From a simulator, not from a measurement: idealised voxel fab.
process module | voxel double patterning
cross-section cut | 170 nm wide | cells 5 nm
A cross-section is a grid of square cells, given in bands from the top down. A band is one or more rows of cells.
Each band's line starts with the height of the band's top and of its bottom, in nm. Then come its materials from left to right, each with its width in nm. One material with "throughout" fills the band from edge to edge. "air" is empty space.
Height 0 is the level under which the wafer as received is all one material. The lowest band goes on downwards, as in "0 down".
A width such as "30 to 40" changes by the same amount from each row of cells to the next, from the band's top row to its bottom row.
"no change" after a step means that no cell of the cross-section changed.
closed voids: empty space of 8 cells or more with no open way to the top, each as width x height at its distance from the left edge, in nm
after a step's settings: what the simulator itself notes on the step
overlay nm, on a step with a mask: how far to the right of its planned place the mask lay; to the left if negative
plan
1 op RECEIVE | material Si
2 op CONFORMAL_DEP | material SiN | thk nm 10
3 op DIRECTIONAL_DEP | material SiO2 | thk nm 10
4 op DIRECTIONAL_DEP | material SiCN | thk nm 10
5 op DIRECTIONAL_DEP | material aC | thk nm 15
6 op PATTERN | tone open | mask id FIRST | material resist | width nm 15 | pitch nm 50 | thk nm 35 | overlay nm 0
7 op DIRECTIONAL_ETCH | etch materials aC | depth nm 15
8 op STRIP | etch materials resist
9 op DIRECTIONAL_ETCH | etch materials SiCN | depth nm 10
10 op STRIP | etch materials aC
11 op PATTERN | tone open | mask id SECOND | material resist | width nm 15 | thk nm 20 | overlay nm 0
12 op DIRECTIONAL_ETCH | etch materials SiCN | depth nm 10
13 op STRIP | etch materials resist
14 op DIRECTIONAL_ETCH | etch materials SiO2 | depth nm 10
15 op STRIP | etch materials SiCN
first wafer, as planned
as received, after step 1
  0 down: Si throughout
  closed voids: none
after step 2
  10 to 0: SiN throughout
  below 0: unchanged
after step 3
  20 to 10: SiO2 throughout
  below 10: unchanged
after step 4
  30 to 20: SiCN throughout
  below 20: unchanged
after step 5
  45 to 30: aC throughout
  below 30: unchanged
after step 6
  80 to 45: resist 50 | air 15 | resist 35 | air 15 | resist 55
  below 45: unchanged
after step 7
  65 to 45: resist 50 | air 15 | resist 35 | air 15 | resist 55
  45 to 30: aC 50 | air 15 | aC 35 | air 15 | aC 55
  below 30: unchanged
after step 8
  45 to 30: aC 50 | air 15 | aC 35 | air 15 | aC 55
  below 30: unchanged
after step 9
  45 to 30: aC 50 | air 15 | aC 35 | air 15 | aC 55
  30 to 20: SiCN 50 | air 15 | SiCN 35 | air 15 | SiCN 55
  below 20: unchanged
after step 10
  30 to 20: SiCN 50 | air 15 | SiCN 35 | air 15 | SiCN 55
  below 20: unchanged
after step 11
  50 to 30: resist 75 | air 15 | resist 80
  30 to 20: SiCN 50 | resist 15 | SiCN 35 | resist 15 | SiCN 55
  below 20: unchanged
after step 12
  50 to 30: resist 75 | air 15 | resist 80
  30 to 20: SiCN 50 | resist 15 | SiCN 10 | air 15 | SiCN 10 | resist 15 | SiCN 55
  below 20: unchanged
after step 13
  30 to 20: SiCN 50 | air 15 | SiCN 10 | air 15 | SiCN 10 | air 15 | SiCN 55
  below 20: unchanged
after step 14
  30 to 20: SiCN 50 | air 15 | SiCN 10 | air 15 | SiCN 10 | air 15 | SiCN 55
  20 to 10: SiO2 50 | air 15 | SiO2 10 | air 15 | SiO2 10 | air 15 | SiO2 55
  below 10: unchanged
after step 15
  20 to 10: SiO2 50 | air 15 | SiO2 10 | air 15 | SiO2 10 | air 15 | SiO2 55
  below 10: unchanged
second wafer: like start, like plan, one mistake. Through step 1 it matches the first wafer
when step 2 should have ended: no change
when step 3 should have ended
  10 to 0: SiO2 throughout
  below 0: unchanged
when step 4 should have ended
  20 to 10: SiCN throughout
  below 10: unchanged
when step 5 should have ended
  35 to 20: aC throughout
  below 20: unchanged
when step 6 should have ended
  70 to 35: resist 50 | air 15 | resist 35 | air 15 | resist 55
  below 35: unchanged
when step 7 should have ended
  55 to 35: resist 50 | air 15 | resist 35 | air 15 | resist 55
  35 to 20: aC 50 | air 15 | aC 35 | air 15 | aC 55
  below 20: unchanged
when step 8 should have ended
  35 to 20: aC 50 | air 15 | aC 35 | air 15 | aC 55
  below 20: unchanged
when step 9 should have ended
  35 to 20: aC 50 | air 15 | aC 35 | air 15 | aC 55
  20 to 10: SiCN 50 | air 15 | SiCN 35 | air 15 | SiCN 55
  below 10: unchanged
when step 10 should have ended
  20 to 10: SiCN 50 | air 15 | SiCN 35 | air 15 | SiCN 55
  below 10: unchanged
when step 11 should have ended
  40 to 20: resist 75 | air 15 | resist 80
  20 to 10: SiCN 50 | resist 15 | SiCN 35 | resist 15 | SiCN 55
  below 10: unchanged
when step 12 should have ended
  40 to 20: resist 75 | air 15 | resist 80
  20 to 10: SiCN 50 | resist 15 | SiCN 10 | air 15 | SiCN 10 | resist 15 | SiCN 55
  below 10: unchanged
when step 13 should have ended
  20 to 10: SiCN 50 | air 15 | SiCN 10 | air 15 | SiCN 10 | air 15 | SiCN 55
  below 10: unchanged
when step 14 should have ended
  20 to 10: SiCN 50 | air 15 | SiCN 10 | air 15 | SiCN 10 | air 15 | SiCN 55
  10 to 0: SiO2 50 | air 15 | SiO2 10 | air 15 | SiO2 10 | air 15 | SiO2 55
  below 0: unchanged
when step 15 should have ended
  10 to 0: SiO2 50 | air 15 | SiO2 10 | air 15 | SiO2 10 | air 15 | SiO2 55
  below 0: unchanged
what went wrong: step 2 was left out
at the end the second wafer has, in cells: 68 fewer of SiN
